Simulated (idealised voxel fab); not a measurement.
Process module in this document: voxel released beams
Shown is cross-section cut, with a width of 295 nm and square cells of size 5 nm.
A cross-section is written here as square cells arranged in a grid, and it is given in bands from the top down, each band taking up one or more rows of cells. Each band's line starts with the height of the band's top and of its bottom, in nm. Then come its materials from left to right, each with its width in nm. One material with "all across" fills the band from edge to edge. "empty" is empty space. Heads up on the height convention: 0 is the point under which the incoming wafer is all one material, and the lowest band has no bottom, it just keeps going down, like "0 nm and below". You'd read "30 to 40" like this: the band's top row of cells is as wide as the first number, its bottom row is as wide as the second, and going down, every row changes width by the same amount as the row before did. What does "nothing altered" mean for a step? It means no cell of the cross-section changed in that step. Each empty space that has no open way to the top and spans at least 8 cells appears under "Sealed void inventory" as width x height at distance, the distance counted from the left edge, all in nm. Anything after a step's settings on that line? It's the simulator's own note about the step. Regarding "overlay nm": on a step with a mask, it is the distance the mask lay to the right of its planned place; a negative value places it to the left.

[The steps planned for the process are as follows]
1 RECEIVE | material Si
2 CONFORMAL_DEP | material SiN | thk nm 5
3 DIRECTIONAL_DEP | material SiO2 | thk nm 15
4 PATTERN | tone open | mask id ANCHOR | material resist | width nm 35 | thk nm 15 | overlay nm 0
5 DIRECTIONAL_ETCH | etch materials SiO2 | depth nm 15
6 STRIP | etch materials resist
7 CONFORMAL_DEP | material polySi | thk nm 15
8 DIRECTIONAL_DEP | material aC | thk nm 15
9 PATTERN | tone cover | mask id BEAM | material resist | width nm 110 | thk nm 35 | overlay nm 0
10 DIRECTIONAL_ETCH | etch materials aC | depth nm 15
11 STRIP | etch materials resist
12 DIRECTIONAL_ETCH | etch materials polySi | depth nm 15
13 STRIP | etch materials aC
14 STRIP | etch materials SiO2

[Cross-section of the wafer at receipt, which is the condition after step 1]
- 0 nm and below | Si all across
- Sealed void inventory: none

[first wafer at the end, as planned]
- 35 nm to 20 nm | empty: 90 / polySi: 20 / empty: 5 / polySi: 85 / empty: 95
- 20 nm to 5 nm | empty: 95 / polySi: 35 / empty: 165
- 5 nm to 0 nm | SiN all across
- 0 nm and below | Si all across
- Sealed void inventory: none

[Now the second wafer, cross-sectioned at the end of the module. Nothing different at the start, nothing different in the plan compared with the first, just one mistake when it was actually run]
- 30 nm to 15 nm | empty: 90 / polySi: 20 / empty: 5 / polySi: 85 / empty: 95
- 15 nm to 0 nm | empty: 95 / polySi: 35 / empty: 165
- 0 nm and below | Si all across
- Sealed void inventory: none
What broke from the plan during processing? step 2 of the plan got skipped, so it never ran
Looking at both finished wafers in cells, the second ends up ahead of or behind the first on some materials: -59 SiN
